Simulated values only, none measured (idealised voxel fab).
process module | voxel double patterning
cross-section cut | 210 nm wide | cells 5 nm
A cross-section is a grid of square cells, given in bands from the top down. A band is one or more rows of cells.
Each band's line starts with the height of the band's top and of its bottom, in nm. Then come its materials from left to right, each with its width in nm. One material with "throughout" fills the band from edge to edge. "air" is empty space.
Height 0 is the level under which the wafer as received is all one material. The lowest band goes on downwards, as in "0 down".
A width such as "30 to 40" changes by the same amount from each row of cells to the next, from the band's top row to its bottom row.
"no change" after a step means that no cell of the cross-section changed.
closed voids: empty space of 8 cells or more with no open way to the top, each as width x height at its distance from the left edge, in nm
after a step's settings: what the simulator itself notes on the step
overlay nm, on a step with a mask: how far to the right of its planned place the mask lay; to the left if negative
plan
1 op RECEIVE | material Si
2 op CONFORMAL_DEP | material SiN | thk nm 10
3 op DIRECTIONAL_DEP | material SiO2 | thk nm 10
4 op DIRECTIONAL_DEP | material SiCN | thk nm 10
5 op MASKED_ETCH | tone open | mask id FIRST | width nm 15 | pitch nm 50 | etch materials SiCN | depth nm 10 | overlay nm 0
6 op MASKED_ETCH | tone open | mask id SECOND | width nm 15 | pitch nm 50 | etch materials SiCN | depth nm 10 | overlay nm 0
7 op DIRECTIONAL_ETCH | etch materials SiO2 | depth nm 10
8 op STRIP | etch materials SiCN
as received, after step 1
  0 down: Si throughout
  closed voids: none
first wafer at the end, as planned
  20 to 10: SiO2 45 | air 15 | SiO2 10 | air 15 | SiO2 10 | air 15 | SiO2 10 | air 15 | SiO2 10 | air 15 | SiO2 50
  10 to 0: SiN throughout
  0 down: Si throughout
  closed voids: none
second wafer at the end: like start, like plan, one mistake
  10 to 0: SiO2 45 | air 15 | SiO2 10 | air 15 | SiO2 10 | air 15 | SiO2 10 | air 15 | SiO2 10 | air 15 | SiO2 50
  0 down: Si throughout
  closed voids: none
what went wrong: step 2 was left out
at the end the second wafer has, in cells: 84 fewer of SiN
